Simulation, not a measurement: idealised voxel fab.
The following process module bears the name voxel self aligned contacts.
For reference, the cross-section in this document is cut, with width 300 nm and square cells of 5 nm.
The cross-sections in this document take the form of a grid made of square cells. They are written out as bands, in order from top to bottom. Each band consists of one or more rows of cells.
Each band's line starts with the height of the band's top and of its bottom, in nm. Then come its materials from left to right, each with its width in nm. One material with "everywhere" fills the band from edge to edge. "blank" is empty space.
Height reference: 0 = level under which incoming wafer is all one material. Lowest band: no bottom, runs on downward, e.g. "0 -> down".
A width such as "30->40" changes by the same amount from each row of cells to the next, from the band's top row to its bottom row.
The designation "same as before", where it is given for a processing step, indicates that no cell of the cross-section was altered in the course of that step.
Sealed-off cavities: empty space of 8 cells or more with no open way to the top, each as width x height at its distance from the left edge, in nm
Text after the settings on a step's line: the simulator's own remark on that step.
"overlay nm" on a masked step: distance the mask lay right of its planned place, negative for left.
## Intended process steps
1. RECEIVE: material Si
2. OXIDIZE: depth nm 5
3. DIRECTIONAL_DEP: material polySi, thk nm 25
4. DIRECTIONAL_DEP: material SiN, thk nm 25
5. PATTERN: tone cover, mask id GATE, material resist, width nm 25, pitch nm 65, thk nm 15, overlay nm 0
6. DIRECTIONAL_ETCH: etch materials SiN, depth nm 25
7. DIRECTIONAL_ETCH: etch materials polySi, depth nm 25
8. STRIP: etch materials resist
9. CONFORMAL_DEP: material SiN, thk nm 10
10. DIRECTIONAL_ETCH: etch materials SiN, depth nm 10
11. FILL_DEP: material SiO2, thk nm 15
12. CMP: height nm 60
13. MASKED_ETCH: tone open, mask id CONTACT, width nm 50, etch materials SiO2, depth nm 65, overlay nm 0
14. CONFORMAL_DEP: material TiN, thk nm 5
15. FILL_DEP: material Ru, thk nm 5
16. CMP: height nm 60
17. CONFORMAL_DEP: material SiCN, thk nm 5
## The cross-section here shows the wafer as received, i.e. in its state after step 1
- 0 -> down  Si everywhere
- Sealed-off cavities: none
## Post-module cross-section: identical start and plan to those above, one misstep in execution
- 65 -> 60  SiCN everywhere
- 60 -> 50  125 of SiO2; 5->20 of TiN; 40->10 of Ru; 5->20 of TiN; 125 of SiO2
- 50 -> 25  95 of SiO2; 45 of SiN; 5 of TiN; 10 of Ru; 5 of TiN; 45 of SiN; 95 of SiO2
- 25 -> 20  140 of SiO2; 20 of TiN; 140 of SiO2
- 20 -> 0  polySi everywhere
- 0 -> down  Si everywhere
- Sealed-off cavities: none
Heads up, the wafer didn't run the way we planned it: steps 2 and 3 were swapped
